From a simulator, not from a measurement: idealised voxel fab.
This is a process module. Its name is voxel gate over fins.
Section shown: cut. Width: 255 nm. Cell size: 5 nm, square.
When this document writes out a cross-section, it uses a grid of square cells and lists it as bands, beginning at the top and moving down, with a band standing for one or more rows of cells. The band entry comprises the height of the band's top followed by the height of its bottom, expressed in nm, and subsequently the band's materials from left to right, each stated together with its width in nm. Where a single material is marked with the word "full width", that material fills the band from edge to edge. The word "empty" represents empty space. All heights in this document are referenced to 0, defined as the level beneath which the wafer, as received, consists entirely of one material. The lowest band is not bounded below; it extends indefinitely downward and is written in the form "0..down". A width such as "30..40" changes by the same amount from each row of cells to the next, from the band's top row to its bottom row. Key: "stayed the same" - step with no changed cell in the cross-section. Voids not open to the top, 8 cells minimum: see "Tabulated closed voids". Written width x height at distance; distance is from the left edge; nm. On each step's line, the part that comes after the settings is the simulator's own comment on the step. On any step carrying a mask, the "overlay nm" setting, if present on the step's line, tells how far right of its planned place the mask lay; negative values point to the left.
**Listed below are the process steps as planned**
1,op RECEIVE | material Si
2,op CONFORMAL_DEP | material SiN | thk nm 10
3,op PATTERN | tone cover | mask id FINS | material resist | width nm 15 | pitch nm 35 | thk nm 15 | overlay nm 0
4,op DIRECTIONAL_ETCH | etch materials SiN | depth nm 10
5,op DIRECTIONAL_ETCH | etch materials Si | depth nm 30
6,op STRIP | etch materials resist
7,op FILL_DEP | material SiO2 | thk nm 5
8,op CMP | height nm 10
9,op SELECTIVE_ETCH | etch materials SiO2 | depth nm 25
10,op STRIP | etch materials SiN
11,op CONFORMAL_DEP | material HfO2 | thk nm 5
12,op CONFORMAL_DEP | material TiN | thk nm 5
13,op CONFORMAL_DEP | material TiAl | thk nm 5
14,op CONFORMAL_DEP | material TiN | thk nm 5
15,op FILL_DEP | material W | thk nm 15
16,op CMP | height nm 30
17,op CONFORMAL_DEP | material SiN | thk nm 10
**first wafer, as planned**
**Cross-section: wafer on arrival = after step 1**
* 0..down = Si full width
* Tabulated closed voids: none
**Take a look at the wafer's cross-section after step 2**
* 10..0 = SiN full width
* At heights below 0, the structure remains unaltered.
**Take a look at the wafer's cross-section after step 3**
* 25..10 = empty=65; resist=15; empty=20; resist=15; empty=20; resist=15; empty=20; resist=15; empty=70
* At heights below 10, the structure remains unaltered.
**Take a look at the wafer's cross-section after step 4**
* 25..10 = empty=65; resist=15; empty=20; resist=15; empty=20; resist=15; empty=20; resist=15; empty=70
* 10..0 = empty=65; SiN=15; empty=20; SiN=15; empty=20; SiN=15; empty=20; SiN=15; empty=70
* At heights below 0, the structure remains unaltered.
**Take a look at the wafer's cross-section after step 5**
* 25..10 = empty=65; resist=15; empty=20; resist=15; empty=20; resist=15; empty=20; resist=15; empty=70
* 10..0 = empty=65; SiN=15; empty=20; SiN=15; empty=20; SiN=15; empty=20; SiN=15; empty=70
* 0..-30 = empty=65; Si=15; empty=20; Si=15; empty=20; Si=15; empty=20; Si=15; empty=70
* At heights below -30, the structure remains unaltered.
**Take a look at the wafer's cross-section after step 6**
* 10..0 = empty=65; SiN=15; empty=20; SiN=15; empty=20; SiN=15; empty=20; SiN=15; empty=70
* At heights below 0, the structure remains unaltered.
**Take a look at the wafer's cross-section after step 7**
* 15..10 = SiO2 full width
* 10..0 = SiO2=65; SiN=15; SiO2=20; SiN=15; SiO2=20; SiN=15; SiO2=20; SiN=15; SiO2=70
* 0..-30 = SiO2=65; Si=15; SiO2=20; Si=15; SiO2=20; Si=15; SiO2=20; Si=15; SiO2=70
* At heights below -30, the structure remains unaltered.
**Take a look at the wafer's cross-section after step 8**
* 10..0 = SiO2=65; SiN=15; SiO2=20; SiN=15; SiO2=20; SiN=15; SiO2=20; SiN=15; SiO2=70
* At heights below 0, the structure remains unaltered.
**Take a look at the wafer's cross-section after step 9**
* 10..0 = empty=65; SiN=15; empty=20; SiN=15; empty=20; SiN=15; empty=20; SiN=15; empty=70
* 0..-15 = empty=65; Si=15; empty=20; Si=15; empty=20; Si=15; empty=20; Si=15; empty=70
* At heights below -15, the structure remains unaltered.
**Take a look at the wafer's cross-section after step 10**
* 0..-15 = empty=65; Si=15; empty=20; Si=15; empty=20; Si=15; empty=20; Si=15; empty=70
* At heights below -15, the structure remains unaltered.
**Take a look at the wafer's cross-section after step 11**
* 5..0 = empty=60; HfO2=25; empty=10; HfO2=25; empty=10; HfO2=25; empty=10; HfO2=25; empty=65
* 0..-10 = empty=60; HfO2=5; Si=15; HfO2=5; empty=10; HfO2=5; Si=15; HfO2=5; empty=10; HfO2=5; Si=15; HfO2=5; empty=10; HfO2=5; Si=15; HfO2=5; empty=65
* -10..-15 = HfO2=65; Si=15; HfO2=20; Si=15; HfO2=20; Si=15; HfO2=20; Si=15; HfO2=70
* At heights below -15, the structure remains unaltered.
**Take a look at the wafer's cross-section after step 12**
* 10..5 = empty=55; TiN=140; empty=60
* 5..0 = empty=55; TiN=5; HfO2=25; TiN=10; HfO2=25; TiN=10; HfO2=25; TiN=10; HfO2=25; TiN=5; empty=60
* 0..-5 = empty=55; TiN=5; HfO2=5; Si=15; HfO2=5; TiN=10; HfO2=5; Si=15; HfO2=5; TiN=10; HfO2=5; Si=15; HfO2=5; TiN=10; HfO2=5; Si=15; HfO2=5; TiN=5; empty=60
* -5..-10 = TiN=60; HfO2=5; Si=15; HfO2=5; TiN=10; HfO2=5; Si=15; HfO2=5; TiN=10; HfO2=5; Si=15; HfO2=5; TiN=10; HfO2=5; Si=15; HfO2=5; TiN=65
* At heights below -10, the structure remains unaltered.
**Take a look at the wafer's cross-section after step 13**
* 15..10 = empty=50; TiAl=150; empty=55
* 10..5 = empty=50; TiAl=5; TiN=140; TiAl=5; empty=55
* 5..0 = empty=50; TiAl=5; TiN=5; HfO2=25; TiN=10; HfO2=25; TiN=10; HfO2=25; TiN=10; HfO2=25; TiN=5; TiAl=5; empty=55
* 0..-5 = TiAl=55; TiN=5; HfO2=5; Si=15; HfO2=5; TiN=10; HfO2=5; Si=15; HfO2=5; TiN=10; HfO2=5; Si=15; HfO2=5; TiN=10; HfO2=5; Si=15; HfO2=5; TiN=5; TiAl=60
* At heights below -5, the structure remains unaltered.
**Take a look at the wafer's cross-section after step 14**
* 20..15 = empty=45; TiN=160; empty=50
* 15..10 = empty=45; TiN=5; TiAl=150; TiN=5; empty=50
* 10..5 = empty=45; TiN=5; TiAl=5; TiN=140; TiAl=5; TiN=5; empty=50
* 5..0 = TiN=50; TiAl=5; TiN=5; HfO2=25; TiN=10; HfO2=25; TiN=10; HfO2=25; TiN=10; HfO2=25; TiN=5; TiAl=5; TiN=55
* At heights below 0, the structure remains unaltered.
**Take a look at the wafer's cross-section after step 15**
* 35..20 = W full width
* 20..15 = W=45; TiN=160; W=50
* 15..10 = W=45; TiN=5; TiAl=150; TiN=5; W=50
* 10..5 = W=45; TiN=5; TiAl=5; TiN=140; TiAl=5; TiN=5; W=50
* At heights below 5, the structure remains unaltered.
**Take a look at the wafer's cross-section after step 16**
* 30..20 = W full width
* At heights below 20, the structure remains unaltered.
**Take a look at the wafer's cross-section after step 17**
* 40..30 = SiN full width
* At heights below 30, the structure remains unaltered.
**The second wafer was prepared from the same starting point and under the same plan as the first; its processing contained one mistake, and it remains indistinguishable from the first wafer up to and including step 4**
**Second wafer profile in section, at the moment step 5 of the plan was meant to be complete**
* 25..10 = empty=65; resist=15; empty=20; resist=15; empty=20; resist=15; empty=20; resist=15; empty=70
* 10..0 = empty=65; SiN=15; empty=20; SiN=15; empty=20; SiN=15; empty=20; SiN=15; empty=70
* 0..-60 = empty=65; Si=15; empty=20; Si=15; empty=20; Si=15; empty=20; Si=15; empty=70
* At heights below -60, the structure remains unaltered.
**Second wafer profile in section, at the moment step 6 of the plan was meant to be complete**
* 10..0 = empty=65; SiN=15; empty=20; SiN=15; empty=20; SiN=15; empty=20; SiN=15; empty=70
* At heights below 0, the structure remains unaltered.
**Second wafer profile in section, at the moment step 7 of the plan was meant to be complete**
* 15..10 = SiO2 full width
* 10..0 = SiO2=65; SiN=15; SiO2=20; SiN=15; SiO2=20; SiN=15; SiO2=20; SiN=15; SiO2=70
* 0..-60 = SiO2=65; Si=15; SiO2=20; Si=15; SiO2=20; Si=15; SiO2=20; Si=15; SiO2=70
* At heights below -60, the structure remains unaltered.
**Second wafer profile in section, at the moment step 8 of the plan was meant to be complete**
* 10..0 = SiO2=65; SiN=15; SiO2=20; SiN=15; SiO2=20; SiN=15; SiO2=20; SiN=15; SiO2=70
* At heights below 0, the structure remains unaltered.
**Second wafer profile in section, at the moment step 9 of the plan was meant to be complete**
* 10..0 = empty=65; SiN=15; empty=20; SiN=15; empty=20; SiN=15; empty=20; SiN=15; empty=70
* 0..-15 = empty=65; Si=15; empty=20; Si=15; empty=20; Si=15; empty=20; Si=15; empty=70
* At heights below -15, the structure remains unaltered.
**Second wafer profile in section, at the moment step 10 of the plan was meant to be complete**
* 0..-15 = empty=65; Si=15; empty=20; Si=15; empty=20; Si=15; empty=20; Si=15; empty=70
* At heights below -15, the structure remains unaltered.
**Second wafer profile in section, at the moment step 11 of the plan was meant to be complete**
* 5..0 = empty=60; HfO2=25; empty=10; HfO2=25; empty=10; HfO2=25; empty=10; HfO2=25; empty=65
* 0..-10 = empty=60; HfO2=5; Si=15; HfO2=5; empty=10; HfO2=5; Si=15; HfO2=5; empty=10; HfO2=5; Si=15; HfO2=5; empty=10; HfO2=5; Si=15; HfO2=5; empty=65
* -10..-15 = HfO2=65; Si=15; HfO2=20; Si=15; HfO2=20; Si=15; HfO2=20; Si=15; HfO2=70
* At heights below -15, the structure remains unaltered.
**Second wafer profile in section, at the moment step 12 of the plan was meant to be complete**
* 10..5 = empty=55; TiN=140; empty=60
* 5..0 = empty=55; TiN=5; HfO2=25; TiN=10; HfO2=25; TiN=10; HfO2=25; TiN=10; HfO2=25; TiN=5; empty=60
* 0..-5 = empty=55; TiN=5; HfO2=5; Si=15; HfO2=5; TiN=10; HfO2=5; Si=15; HfO2=5; TiN=10; HfO2=5; Si=15; HfO2=5; TiN=10; HfO2=5; Si=15; HfO2=5; TiN=5; empty=60
* -5..-10 = TiN=60; HfO2=5; Si=15; HfO2=5; TiN=10; HfO2=5; Si=15; HfO2=5; TiN=10; HfO2=5; Si=15; HfO2=5; TiN=10; HfO2=5; Si=15; HfO2=5; TiN=65
* At heights below -10, the structure remains unaltered.
**Second wafer profile in section, at the moment step 13 of the plan was meant to be complete**
* 15..10 = empty=50; TiAl=150; empty=55
* 10..5 = empty=50; TiAl=5; TiN=140; TiAl=5; empty=55
* 5..0 = empty=50; TiAl=5; TiN=5; HfO2=25; TiN=10; HfO2=25; TiN=10; HfO2=25; TiN=10; HfO2=25; TiN=5; TiAl=5; empty=55
* 0..-5 = TiAl=55; TiN=5; HfO2=5; Si=15; HfO2=5; TiN=10; HfO2=5; Si=15; HfO2=5; TiN=10; HfO2=5; Si=15; HfO2=5; TiN=10; HfO2=5; Si=15; HfO2=5; TiN=5; TiAl=60
* At heights below -5, the structure remains unaltered.
**Second wafer profile in section, at the moment step 14 of the plan was meant to be complete**
* 20..15 = empty=45; TiN=160; empty=50
* 15..10 = empty=45; TiN=5; TiAl=150; TiN=5; empty=50
* 10..5 = empty=45; TiN=5; TiAl=5; TiN=140; TiAl=5; TiN=5; empty=50
* 5..0 = TiN=50; TiAl=5; TiN=5; HfO2=25; TiN=10; HfO2=25; TiN=10; HfO2=25; TiN=10; HfO2=25; TiN=5; TiAl=5; TiN=55
* At heights below 0, the structure remains unaltered.
**Second wafer profile in section, at the moment step 15 of the plan was meant to be complete**
* 35..20 = W full width
* 20..15 = W=45; TiN=160; W=50
* 15..10 = W=45; TiN=5; TiAl=150; TiN=5; W=50
* 10..5 = W=45; TiN=5; TiAl=5; TiN=140; TiAl=5; TiN=5; W=50
* At heights below 5, the structure remains unaltered.
**Second wafer profile in section, at the moment step 16 of the plan was meant to be complete**
* 30..20 = W full width
* At heights below 20, the structure remains unaltered.
**Second wafer profile in section, at the moment step 17 of the plan was meant to be complete**
* 40..30 = SiN full width
* At heights below 30, the structure remains unaltered.
In executing the process, a mistake was made relative to the plan: twice, step 5 of the plan was run
Counted in cells at the end, the second wafer holds more or fewer of these materials than the first: 234 fewer of Si | 234 more of SiO2
